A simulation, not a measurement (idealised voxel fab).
process module | voxel gate over fins
cross-section cut | 220 nm wide | cells 5 nm
A cross-section is a grid of square cells, given in bands from the top down. A band is one or more rows of cells.
Each band's line starts with the height of the band's top and of its bottom, in nm. Then come its materials from left to right, each with its width in nm. One material with "throughout" fills the band from edge to edge. "air" is empty space.
Height 0 is the level under which the wafer as received is all one material. The lowest band goes on downwards, as in "0 down".
A width such as "30 to 40" changes by the same amount from each row of cells to the next, from the band's top row to its bottom row.
"no change" after a step means that no cell of the cross-section changed.
closed voids: empty space of 8 cells or more with no open way to the top, each as width x height at its distance from the left edge, in nm
after a step's settings: what the simulator itself notes on the step
overlay nm, on a step with a mask: how far to the right of its planned place the mask lay; to the left if negative
plan
1 op RECEIVE | material Si
2 op CONFORMAL_DEP | material SiN | thk nm 5
3 op DIRECTIONAL_DEP | material aC | thk nm 10
4 op PATTERN | tone cover | mask id FINS | material resist | width nm 15 | pitch nm 40 | thk nm 25 | overlay nm 0
5 op DIRECTIONAL_ETCH | etch materials aC | depth nm 10
6 op STRIP | etch materials resist
7 op DIRECTIONAL_ETCH | etch materials SiN | depth nm 5
8 op DIRECTIONAL_ETCH | etch materials Si | depth nm 30
9 op STRIP | etch materials aC
10 op FILL_DEP | material SiO2 | thk nm 10
11 op CMP | height nm 5
12 op SELECTIVE_ETCH | etch materials SiO2 | depth nm 20
13 op STRIP | etch materials SiN
14 op CONFORMAL_DEP | material HfO2 | thk nm 5
15 op CONFORMAL_DEP | material TiN | thk nm 5
16 op FILL_DEP | material W | thk nm 15
17 op CMP | height nm 20
18 op CONFORMAL_DEP | material SiN | thk nm 5
as received, after step 1
  0 down: Si throughout
  closed voids: none
first wafer at the end, as planned
  25 to 20: SiN throughout
  20 to 10: W throughout
  10 to 5: W 70 | TiN 35 | W 5 | TiN 35 | W 75
  5 to 0: W 70 | TiN 5 | HfO2 25 | TiN 5 | W 5 | TiN 5 | HfO2 25 | TiN 5 | W 75
  0 to -5: W 70 | TiN 5 | HfO2 5 | Si 15 | HfO2 5 | TiN 5 | W 5 | TiN 5 | HfO2 5 | Si 15 | HfO2 5 | TiN 5 | W 75
  -5 to -10: TiN 75 | HfO2 5 | Si 15 | HfO2 5 | TiN 15 | HfO2 5 | Si 15 | HfO2 5 | TiN 80
  -10 to -15: HfO2 80 | Si 15 | HfO2 25 | Si 15 | HfO2 85
  -15 to -30: SiO2 80 | Si 15 | SiO2 25 | Si 15 | SiO2 85
  -30 down: Si throughout
  closed voids: none
second wafer at the end: like start, like plan, one mistake
  25 to 20: SiN throughout
  20 to 10: W throughout
  10 to 5: TiN throughout
  5 to 0: HfO2 85 | TiN 5 | HfO2 35 | TiN 5 | HfO2 90
  0 to -10: Si 80 | HfO2 5 | TiN 5 | HfO2 5 | Si 25 | HfO2 5 | TiN 5 | HfO2 5 | Si 85
  -10 to -15: Si 80 | HfO2 15 | Si 25 | HfO2 15 | Si 85
  -15 to -30: Si 80 | SiO2 15 | Si 25 | SiO2 15 | Si 85
  -30 down: Si throughout
  closed voids: none
what went wrong: step 4 ran as: op PATTERN | tone open | mask id FINS | material resist | width nm 15 | pitch nm 40 | thk nm 25 | overlay nm 0
at the end the second wafer has, in cells: 192 more of Si | 96 fewer of SiO2 | 6 fewer of TiN | 90 fewer of W
